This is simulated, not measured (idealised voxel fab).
process module | voxel spacer lines
cross-section cut | 195 nm wide | cells 5 nm
A cross-section is a grid of square cells, given in bands from the top down. A band is one or more rows of cells.
Each band's line starts with the height of the band's top and of its bottom, in nm. Then come its materials from left to right, each with its width in nm. One material with "throughout" fills the band from edge to edge. "air" is empty space.
Height 0 is the level under which the wafer as received is all one material. The lowest band goes on downwards, as in "0 down".
A width such as "30 to 40" changes by the same amount from each row of cells to the next, from the band's top row to its bottom row.
"no change" after a step means that no cell of the cross-section changed.
closed voids: empty space of 8 cells or more with no open way to the top, each as width x height at its distance from the left edge, in nm
after a step's settings: what the simulator itself notes on the step
overlay nm, on a step with a mask: how far to the right of its planned place the mask lay; to the left if negative
Each pair below shows a cross-section before one step and the cross-section after it, down to the lowest band that changed. The line under each pair gives the step between them, with its settings. The pairs can come from different runs of this module on the same starting wafer, so a pair continues from the pair above only where its "before" says so.
before
  0 down: Si throughout
  closed voids: none
after
  10 to 0: Al2O3 throughout
  below 0: unchanged
  closed voids: none
the step between: op CONFORMAL_DEP | material Al2O3 | thk nm 10
before: the cross-section after the pair above
after
  25 to 10: W throughout
  below 10: unchanged
  closed voids: none
the step between: op DIRECTIONAL_DEP | material W | thk nm 15
before: the cross-section after the pair above
after
  50 to 25: polySi throughout
  below 25: unchanged
  closed voids: none
the step between: op DIRECTIONAL_DEP | material polySi | thk nm 25
before: the cross-section after the pair above
after
  80 to 50: air 25 | resist 20 | air 40 | resist 20 | air 40 | resist 20 | air 30
  below 50: unchanged
  closed voids: none
the step between: op PATTERN | tone cover | mask id MANDREL | material resist | width nm 20 | pitch nm 60 | thk nm 30 | overlay nm 0
before: the cross-section after the pair above
after
  80 to 50: air 25 | resist 20 | air 40 | resist 20 | air 40 | resist 20 | air 30
  50 to 25: air 25 | polySi 20 | air 40 | polySi 20 | air 40 | polySi 20 | air 30
  below 25: unchanged
  closed voids: none
the step between: op DIRECTIONAL_ETCH | etch materials polySi | depth nm 25
before: the cross-section after the pair above
after
  50 to 25: air 25 | polySi 20 | air 40 | polySi 20 | air 40 | polySi 20 | air 30
  below 25: unchanged
  closed voids: none
the step between: op STRIP | etch materials resist
before: the cross-section after the pair above
after
  60 to 50: air 15 | SiO2 40 | air 20 | SiO2 40 | air 20 | SiO2 40 | air 20
  50 to 35: air 15 | SiO2 10 | polySi 20 | SiO2 10 | air 20 | SiO2 10 | polySi 20 | SiO2 10 | air 20 | SiO2 10 | polySi 20 | SiO2 10 | air 20
  35 to 25: SiO2 25 | polySi 20 | SiO2 40 | polySi 20 | SiO2 40 | polySi 20 | SiO2 30
  below 25: unchanged
  closed voids: none
the step between: op CONFORMAL_DEP | material SiO2 | thk nm 10
before: the cross-section after the pair above
after
  50 to 25: air 15 | SiO2 10 | polySi 20 | SiO2 10 | air 20 | SiO2 10 | polySi 20 | SiO2 10 | air 20 | SiO2 10 | polySi 20 | SiO2 10 | air 20
  below 25: unchanged
  closed voids: none
the step between: op DIRECTIONAL_ETCH | etch materials SiO2 | depth nm 10
before: the cross-section after the pair above
after
  50 to 25: air 15 | SiO2 10 | air 20 | SiO2 10 | air 20 | SiO2 10 | air 20 | SiO2 10 | air 20 | SiO2 10 | air 20 | SiO2 10 | air 20
  below 25: unchanged
  closed voids: none
the step between: op STRIP | etch materials polySi
before: the cross-section after the pair above
after
  50 to 25: air 15 | SiO2 10 | air 20 | SiO2 10 | air 20 | SiO2 10 | air 20 | SiO2 10 | air 20 | SiO2 10 | air 20 | SiO2 10 | air 20
  25 to 10: air 15 | W 10 | air 20 | W 10 | air 20 | W 10 | air 20 | W 10 | air 20 | W 10 | air 20 | W 10 | air 20
  below 10: unchanged
  closed voids: none
the step between: op DIRECTIONAL_ETCH | etch materials W | depth nm 15
before: the cross-section after the pair above
after
  25 to 10: air 15 | W 10 | air 20 | W 10 | air 20 | W 10 | air 20 | W 10 | air 20 | W 10 | air 20 | W 10 | air 20
  below 10: unchanged
  closed voids: none
the step between: op STRIP | etch materials SiO2
before
  0 down: Si throughout
  closed voids: none
after
  15 to 0: W throughout
  below 0: unchanged
  closed voids: none
the step between: op DIRECTIONAL_DEP | material W | thk nm 15
before: the cross-section after the pair above
after
  40 to 15: polySi throughout
  below 15: unchanged
  closed voids: none
the step between: op DIRECTIONAL_DEP | material polySi | thk nm 25
before: the cross-section after the pair above
after
  70 to 40: air 25 | resist 20 | air 40 | resist 20 | air 40 | resist 20 | air 30
  below 40: unchanged
  closed voids: none
the step between: op PATTERN | tone cover | mask id MANDREL | material resist | width nm 20 | pitch nm 60 | thk nm 30 | overlay nm 0
before: the cross-section after the pair above
after
  70 to 40: air 25 | resist 20 | air 40 | resist 20 | air 40 | resist 20 | air 30
  40 to 15: air 25 | polySi 20 | air 40 | polySi 20 | air 40 | polySi 20 | air 30
  below 15: unchanged
  closed voids: none
the step between: op DIRECTIONAL_ETCH | etch materials polySi | depth nm 25
before: the cross-section after the pair above
after
  40 to 15: air 25 | polySi 20 | air 40 | polySi 20 | air 40 | polySi 20 | air 30
  below 15: unchanged
  closed voids: none
the step between: op STRIP | etch materials resist
before: the cross-section after the pair above
after
  50 to 40: air 15 | SiO2 40 | air 20 | SiO2 40 | air 20 | SiO2 40 | air 20
  40 to 25: air 15 | SiO2 10 | polySi 20 | SiO2 10 | air 20 | SiO2 10 | polySi 20 | SiO2 10 | air 20 | SiO2 10 | polySi 20 | SiO2 10 | air 20
  25 to 15: SiO2 25 | polySi 20 | SiO2 40 | polySi 20 | SiO2 40 | polySi 20 | SiO2 30
  below 15: unchanged
  closed voids: none
the step between: op CONFORMAL_DEP | material SiO2 | thk nm 10
before: the cross-section after the pair above
after
  40 to 15: air 15 | SiO2 10 | polySi 20 | SiO2 10 | air 20 | SiO2 10 | polySi 20 | SiO2 10 | air 20 | SiO2 10 | polySi 20 | SiO2 10 | air 20
  below 15: unchanged
  closed voids: none
the step between: op DIRECTIONAL_ETCH | etch materials SiO2 | depth nm 10
before: the cross-section after the pair above
after
  40 to 15: air 15 | SiO2 10 | air 20 | SiO2 10 | air 20 | SiO2 10 | air 20 | SiO2 10 | air 20 | SiO2 10 | air 20 | SiO2 10 | air 20
  below 15: unchanged
  closed voids: none
the step between: op STRIP | etch materials polySi
before: the cross-section after the pair above
after
  40 to 15: air 15 | SiO2 10 | air 20 | SiO2 10 | air 20 | SiO2 10 | air 20 | SiO2 10 | air 20 | SiO2 10 | air 20 | SiO2 10 | air 20
  15 to 0: air 15 | W 10 | air 20 | W 10 | air 20 | W 10 | air 20 | W 10 | air 20 | W 10 | air 20 | W 10 | air 20
  below 0: unchanged
  closed voids: none
the step between: op DIRECTIONAL_ETCH | etch materials W | depth nm 15
before: the cross-section after the pair above
after
  15 to 0: air 15 | W 10 | air 20 | W 10 | air 20 | W 10 | air 20 | W 10 | air 20 | W 10 | air 20 | W 10 | air 20
  below 0: unchanged
  closed voids: none
the step between: op STRIP | etch materials SiO2
before
  25 to 10: W throughout
  10 to 0: Al2O3 throughout
  0 down: Si throughout
  closed voids: none
after
  40 to 10: W throughout
  below 10: unchanged
  closed voids: none
the step between: op DIRECTIONAL_DEP | material W | thk nm 15
before: the cross-section after the pair above
after
  65 to 40: polySi throughout
  below 40: unchanged
  closed voids: none
the step between: op DIRECTIONAL_DEP | material polySi | thk nm 25
before: the cross-section after the pair above
after
  95 to 65: air 25 | resist 20 | air 40 | resist 20 | air 40 | resist 20 | air 30
  below 65: unchanged
  closed voids: none
the step between: op PATTERN | tone cover | mask id MANDREL | material resist | width nm 20 | pitch nm 60 | thk nm 30 | overlay nm 0
before: the cross-section after the pair above
after
  95 to 65: air 25 | resist 20 | air 40 | resist 20 | air 40 | resist 20 | air 30
  65 to 40: air 25 | polySi 20 | air 40 | polySi 20 | air 40 | polySi 20 | air 30
  below 40: unchanged
  closed voids: none
the step between: op DIRECTIONAL_ETCH | etch materials polySi | depth nm 25
before: the cross-section after the pair above
after
  65 to 40: air 25 | polySi 20 | air 40 | polySi 20 | air 40 | polySi 20 | air 30
  below 40: unchanged
  closed voids: none
the step between: op STRIP | etch materials resist
before: the cross-section after the pair above
after
  75 to 65: air 15 | SiO2 40 | air 20 | SiO2 40 | air 20 | SiO2 40 | air 20
  65 to 50: air 15 | SiO2 10 | polySi 20 | SiO2 10 | air 20 | SiO2 10 | polySi 20 | SiO2 10 | air 20 | SiO2 10 | polySi 20 | SiO2 10 | air 20
  50 to 40: SiO2 25 | polySi 20 | SiO2 40 | polySi 20 | SiO2 40 | polySi 20 | SiO2 30
  below 40: unchanged
  closed voids: none
the step between: op CONFORMAL_DEP | material SiO2 | thk nm 10
before: the cross-section after the pair above
after
  65 to 40: air 15 | SiO2 10 | polySi 20 | SiO2 10 | air 20 | SiO2 10 | polySi 20 | SiO2 10 | air 20 | SiO2 10 | polySi 20 | SiO2 10 | air 20
  below 40: unchanged
  closed voids: none
the step between: op DIRECTIONAL_ETCH | etch materials SiO2 | depth nm 10
before: the cross-section after the pair above
after
  65 to 40: air 15 | SiO2 10 | air 20 | SiO2 10 | air 20 | SiO2 10 | air 20 | SiO2 10 | air 20 | SiO2 10 | air 20 | SiO2 10 | air 20
  below 40: unchanged
  closed voids: none
the step between: op STRIP | etch materials polySi
before: the cross-section after the pair above
after
  65 to 40: air 15 | SiO2 10 | air 20 | SiO2 10 | air 20 | SiO2 10 | air 20 | SiO2 10 | air 20 | SiO2 10 | air 20 | SiO2 10 | air 20
  40 to 25: air 15 | W 10 | air 20 | W 10 | air 20 | W 10 | air 20 | W 10 | air 20 | W 10 | air 20 | W 10 | air 20
  below 25: unchanged
  closed voids: none
the step between: op DIRECTIONAL_ETCH | etch materials W | depth nm 15
before: the cross-section after the pair above
after
  40 to 25: air 15 | W 10 | air 20 | W 10 | air 20 | W 10 | air 20 | W 10 | air 20 | W 10 | air 20 | W 10 | air 20
  below 25: unchanged
  closed voids: none
the step between: op STRIP | etch materials SiO2
before
  10 to 0: Al2O3 throughout
  0 down: Si throughout
  closed voids: none
after
  35 to 10: polySi throughout
  below 10: unchanged
  closed voids: none
the step between: op DIRECTIONAL_DEP | material polySi | thk nm 25
before: the cross-section after the pair above
after
  50 to 35: W throughout
  below 35: unchanged
  closed voids: none
the step between: op DIRECTIONAL_DEP | material W | thk nm 15
before: the cross-section after the pair above
after
  80 to 50: air 25 | resist 20 | air 40 | resist 20 | air 40 | resist 20 | air 30
  below 50: unchanged
  closed voids: none
the step between: op PATTERN | tone cover | mask id MANDREL | material resist | width nm 20 | pitch nm 60 | thk nm 30 | overlay nm 0
before: the cross-section after the pair above
after
  50 to 35: W throughout
  below 35: unchanged
  closed voids: none
the step between: op STRIP | etch materials resist
before: the cross-section after the pair above
after
  60 to 50: SiO2 throughout
  below 50: unchanged
  closed voids: none
the step between: op CONFORMAL_DEP | material SiO2 | thk nm 10
before: the cross-section after the pair above
after
  50 to 35: W throughout
  below 35: unchanged
  closed voids: none
the step between: op DIRECTIONAL_ETCH | etch materials SiO2 | depth nm 10
before: the cross-section after the pair above
after
  35 to 10: polySi throughout
  below 10: unchanged
  closed voids: none
the step between: op DIRECTIONAL_ETCH | etch materials W | depth nm 15
before
  0 down: Si throughout
  closed voids: none
after
  15 to 0: Al2O3 throughout
  below 0: unchanged
  closed voids: none
the step between: op CONFORMAL_DEP | material Al2O3 | thk nm 15
before: the cross-section after the pair above
after
  30 to 15: W throughout
  below 15: unchanged
  closed voids: none
the step between: op DIRECTIONAL_DEP | material W | thk nm 15
before: the cross-section after the pair above
after
  55 to 30: polySi throughout
  below 30: unchanged
  closed voids: none
the step between: op DIRECTIONAL_DEP | material polySi | thk nm 25
before: the cross-section after the pair above
after
  85 to 55: air 25 | resist 20 | air 40 | resist 20 | air 40 | resist 20 | air 30
  below 55: unchanged
  closed voids: none
the step between: op PATTERN | tone cover | mask id MANDREL | material resist | width nm 20 | pitch nm 60 | thk nm 30 | overlay nm 0
before: the cross-section after the pair above
after
  85 to 55: air 25 | resist 20 | air 40 | resist 20 | air 40 | resist 20 | air 30
  55 to 30: air 25 | polySi 20 | air 40 | polySi 20 | air 40 | polySi 20 | air 30
  below 30: unchanged
  closed voids: none
the step between: op DIRECTIONAL_ETCH | etch materials polySi | depth nm 25
before: the cross-section after the pair above
after
  55 to 30: air 25 | polySi 20 | air 40 | polySi 20 | air 40 | polySi 20 | air 30
  below 30: unchanged
  closed voids: none
the step between: op STRIP | etch materials resist
before: the cross-section after the pair above
after
  65 to 55: air 15 | SiO2 40 | air 20 | SiO2 40 | air 20 | SiO2 40 | air 20
  55 to 40: air 15 | SiO2 10 | polySi 20 | SiO2 10 | air 20 | SiO2 10 | polySi 20 | SiO2 10 | air 20 | SiO2 10 | polySi 20 | SiO2 10 | air 20
  40 to 30: SiO2 25 | polySi 20 | SiO2 40 | polySi 20 | SiO2 40 | polySi 20 | SiO2 30
  below 30: unchanged
  closed voids: none
the step between: op CONFORMAL_DEP | material SiO2 | thk nm 10
before: the cross-section after the pair above
after
  55 to 30: air 15 | SiO2 10 | polySi 20 | SiO2 10 | air 20 | SiO2 10 | polySi 20 | SiO2 10 | air 20 | SiO2 10 | polySi 20 | SiO2 10 | air 20
  below 30: unchanged
  closed voids: none
the step between: op DIRECTIONAL_ETCH | etch materials SiO2 | depth nm 10
before: the cross-section after the pair above
after
  55 to 30: air 15 | SiO2 10 | air 20 | SiO2 10 | air 20 | SiO2 10 | air 20 | SiO2 10 | air 20 | SiO2 10 | air 20 | SiO2 10 | air 20
  below 30: unchanged
  closed voids: none
the step between: op STRIP | etch materials polySi
before: the cross-section after the pair above
after
  55 to 30: air 15 | SiO2 10 | air 20 | SiO2 10 | air 20 | SiO2 10 | air 20 | SiO2 10 | air 20 | SiO2 10 | air 20 | SiO2 10 | air 20
  30 to 15: air 15 | W 10 | air 20 | W 10 | air 20 | W 10 | air 20 | W 10 | air 20 | W 10 | air 20 | W 10 | air 20
  below 15: unchanged
  closed voids: none
the step between: op DIRECTIONAL_ETCH | etch materials W | depth nm 15
before: the cross-section after the pair above
after
  30 to 15: air 15 | W 10 | air 20 | W 10 | air 20 | W 10 | air 20 | W 10 | air 20 | W 10 | air 20 | W 10 | air 20
  below 15: unchanged
  closed voids: none
the step between: op STRIP | etch materials SiO2
before
  50 to 25: polySi throughout
  25 to 10: W throughout
  10 to 0: Al2O3 throughout
  0 down: Si throughout
  closed voids: none
after
  80 to 50: air 30 | resist 15 | air 45 | resist 15 | air 45 | resist 15 | air 30
  below 50: unchanged
  closed voids: none
the step between: op PATTERN | tone cover | mask id MANDREL | material resist | width nm 15 | pitch nm 60 | thk nm 30 | overlay nm 0
before: the cross-section after the pair above
after
  80 to 50: air 30 | resist 15 | air 45 | resist 15 | air 45 | resist 15 | air 30
  50 to 25: air 30 | polySi 15 | air 45 | polySi 15 | air 45 | polySi 15 | air 30
  below 25: unchanged
  closed voids: none
the step between: op DIRECTIONAL_ETCH | etch materials polySi | depth nm 25
before: the cross-section after the pair above
after
  50 to 25: air 30 | polySi 15 | air 45 | polySi 15 | air 45 | polySi 15 | air 30
  below 25: unchanged
  closed voids: none
the step between: op STRIP | etch materials resist
before: the cross-section after the pair above
after
  60 to 50: air 20 | SiO2 35 | air 25 | SiO2 35 | air 25 | SiO2 35 | air 20
  50 to 35: air 20 | SiO2 10 | polySi 15 | SiO2 10 | air 25 | SiO2 10 | polySi 15 | SiO2 10 | air 25 | SiO2 10 | polySi 15 | SiO2 10 | air 20
  35 to 25: SiO2 30 | polySi 15 | SiO2 45 | polySi 15 | SiO2 45 | polySi 15 | SiO2 30
  below 25: unchanged
  closed voids: none
the step between: op CONFORMAL_DEP | material SiO2 | thk nm 10
before: the cross-section after the pair above
after
  50 to 25: air 20 | SiO2 10 | polySi 15 | SiO2 10 | air 25 | SiO2 10 | polySi 15 | SiO2 10 | air 25 | SiO2 10 | polySi 15 | SiO2 10 | air 20
  below 25: unchanged
  closed voids: none
the step between: op DIRECTIONAL_ETCH | etch materials SiO2 | depth nm 10
before: the cross-section after the pair above
after
  50 to 25: air 20 | SiO2 10 | air 15 | SiO2 10 | air 25 | SiO2 10 | air 15 | SiO2 10 | air 25 | SiO2 10 | air 15 | SiO2 10 | air 20
  below 25: unchanged
  closed voids: none
the step between: op STRIP | etch materials polySi
before: the cross-section after the pair above
after
  50 to 25: air 20 | SiO2 10 | air 15 | SiO2 10 | air 25 | SiO2 10 | air 15 | SiO2 10 | air 25 | SiO2 10 | air 15 | SiO2 10 | air 20
  25 to 10: air 20 | W 10 | air 15 | W 10 | air 25 | W 10 | air 15 | W 10 | air 25 | W 10 | air 15 | W 10 | air 20
  below 10: unchanged
  closed voids: none
the step between: op DIRECTIONAL_ETCH | etch materials W | depth nm 15
before: the cross-section after the pair above
after
  25 to 10: air 20 | W 10 | air 15 | W 10 | air 25 | W 10 | air 15 | W 10 | air 25 | W 10 | air 15 | W 10 | air 20
  below 10: unchanged
  closed voids: none
the step between: op STRIP | etch materials SiO2
before
  50 to 25: polySi throughout
  25 to 10: W throughout
  10 to 0: Al2O3 throughout
  0 down: Si throughout
  closed voids: none
after
  80 to 50: air 30 | resist 20 | air 40 | resist 20 | air 40 | resist 20 | air 25
  below 50: unchanged
  closed voids: none
the step between: op PATTERN | tone cover | mask id MANDREL | material resist | width nm 20 | pitch nm 60 | thk nm 30 | overlay nm 5
before: the cross-section after the pair above
after
  80 to 50: air 30 | resist 20 | air 40 | resist 20 | air 40 | resist 20 | air 25
  50 to 25: air 30 | polySi 20 | air 40 | polySi 20 | air 40 | polySi 20 | air 25
  below 25: unchanged
  closed voids: none
the step between: op DIRECTIONAL_ETCH | etch materials polySi | depth nm 25
before: the cross-section after the pair above
after
  50 to 25: air 30 | polySi 20 | air 40 | polySi 20 | air 40 | polySi 20 | air 25
  below 25: unchanged
  closed voids: none
the step between: op STRIP | etch materials resist
before: the cross-section after the pair above
after
  60 to 50: air 20 | SiO2 40 | air 20 | SiO2 40 | air 20 | SiO2 40 | air 15
  50 to 35: air 20 | SiO2 10 | polySi 20 | SiO2 10 | air 20 | SiO2 10 | polySi 20 | SiO2 10 | air 20 | SiO2 10 | polySi 20 | SiO2 10 | air 15
  35 to 25: SiO2 30 | polySi 20 | SiO2 40 | polySi 20 | SiO2 40 | polySi 20 | SiO2 25
  below 25: unchanged
  closed voids: none
the step between: op CONFORMAL_DEP | material SiO2 | thk nm 10
before: the cross-section after the pair above
after
  50 to 25: air 20 | SiO2 10 | polySi 20 | SiO2 10 | air 20 | SiO2 10 | polySi 20 | SiO2 10 | air 20 | SiO2 10 | polySi 20 | SiO2 10 | air 15
  below 25: unchanged
  closed voids: none
the step between: op DIRECTIONAL_ETCH | etch materials SiO2 | depth nm 10
before: the cross-section after the pair above
after
  50 to 25: air 20 | SiO2 10 | air 20 | SiO2 10 | air 20 | SiO2 10 | air 20 | SiO2 10 | air 20 | SiO2 10 | air 20 | SiO2 10 | air 15
  below 25: unchanged
  closed voids: none
the step between: op STRIP | etch materials polySi
before: the cross-section after the pair above
after
  50 to 25: air 20 | SiO2 10 | air 20 | SiO2 10 | air 20 | SiO2 10 | air 20 | SiO2 10 | air 20 | SiO2 10 | air 20 | SiO2 10 | air 15
  25 to 10: air 20 | W 10 | air 20 | W 10 | air 20 | W 10 | air 20 | W 10 | air 20 | W 10 | air 20 | W 10 | air 15
  below 10: unchanged
  closed voids: none
the step between: op DIRECTIONAL_ETCH | etch materials W | depth nm 15
before: the cross-section after the pair above
after
  25 to 10: air 20 | W 10 | air 20 | W 10 | air 20 | W 10 | air 20 | W 10 | air 20 | W 10 | air 20 | W 10 | air 15
  below 10: unchanged
  closed voids: none
the step between: op STRIP | etch materials SiO2
before
  50 to 25: air 25 | polySi 20 | air 40 | polySi 20 | air 40 | polySi 20 | air 30
  25 to 10: W throughout
  10 to 0: Al2O3 throughout
  0 down: Si throughout
  closed voids: none
after
  60 to 50: air 15 | W 40 | air 20 | W 40 | air 20 | W 40 | air 20
  50 to 35: air 15 | W 10 | polySi 20 | W 10 | air 20 | W 10 | polySi 20 | W 10 | air 20 | W 10 | polySi 20 | W 10 | air 20
  35 to 25: W 25 | polySi 20 | W 40 | polySi 20 | W 40 | polySi 20 | W 30
  below 25: unchanged
  closed voids: none
the step between: op CONFORMAL_DEP | material W | thk nm 10
before: the cross-section after the pair above
after
  50 to 45: air 25 | polySi 20 | air 40 | polySi 20 | air 40 | polySi 20 | air 30
  45 to 25: air 15 | W 10 | polySi 20 | W 10 | air 20 | W 10 | polySi 20 | W 10 | air 20 | W 10 | polySi 20 | W 10 | air 20
  25 to 20: air 15 | W 40 | air 20 | W 40 | air 20 | W 40 | air 20
  below 20: unchanged
  closed voids: none
the step between: op DIRECTIONAL_ETCH | etch materials W | depth nm 15
before
  50 to 25: polySi throughout
  25 to 10: W throughout
  10 to 0: Al2O3 throughout
  0 down: Si throughout
  closed voids: none
after
  80 to 50: resist 25 | air 20 | resist 40 | air 20 | resist 40 | air 20 | resist 30
  below 50: unchanged
  closed voids: none
the step between: op PATTERN | tone open | mask id MANDREL | material resist | width nm 20 | pitch nm 60 | thk nm 30 | overlay nm 0
before: the cross-section after the pair above
after
  80 to 50: resist 25 | air 20 | resist 40 | air 20 | resist 40 | air 20 | resist 30
  50 to 25: polySi 25 | air 20 | polySi 40 | air 20 | polySi 40 | air 20 | polySi 30
  below 25: unchanged
  closed voids: none
the step between: op DIRECTIONAL_ETCH | etch materials polySi | depth nm 25
before: the cross-section after the pair above
after
  50 to 25: polySi 25 | air 20 | polySi 40 | air 20 | polySi 40 | air 20 | polySi 30
  below 25: unchanged
  closed voids: none
the step between: op STRIP | etch materials resist
before: the cross-section after the pair above
after
  60 to 50: SiO2 throughout
  50 to 25: polySi 25 | SiO2 20 | polySi 40 | SiO2 20 | polySi 40 | SiO2 20 | polySi 30
  below 25: unchanged
  closed voids: none
the step between: op CONFORMAL_DEP | material SiO2 | thk nm 10
before: the cross-section after the pair above
after
  50 to 25: polySi 25 | SiO2 20 | polySi 40 | SiO2 20 | polySi 40 | SiO2 20 | polySi 30
  below 25: unchanged
  closed voids: none
the step between: op DIRECTIONAL_ETCH | etch materials SiO2 | depth nm 10
before: the cross-section after the pair above
after
  50 to 25: air 25 | SiO2 20 | air 40 | SiO2 20 | air 40 | SiO2 20 | air 30
  below 25: unchanged
  closed voids: none
the step between: op STRIP | etch materials polySi
before: the cross-section after the pair above
after
  50 to 25: air 25 | SiO2 20 | air 40 | SiO2 20 | air 40 | SiO2 20 | air 30
  25 to 10: air 25 | W 20 | air 40 | W 20 | air 40 | W 20 | air 30
  below 10: unchanged
  closed voids: none
the step between: op DIRECTIONAL_ETCH | etch materials W | depth nm 15
before: the cross-section after the pair above
after
  25 to 10: air 25 | W 20 | air 40 | W 20 | air 40 | W 20 | air 30
  below 10: unchanged
  closed voids: none
the step between: op STRIP | etch materials SiO2
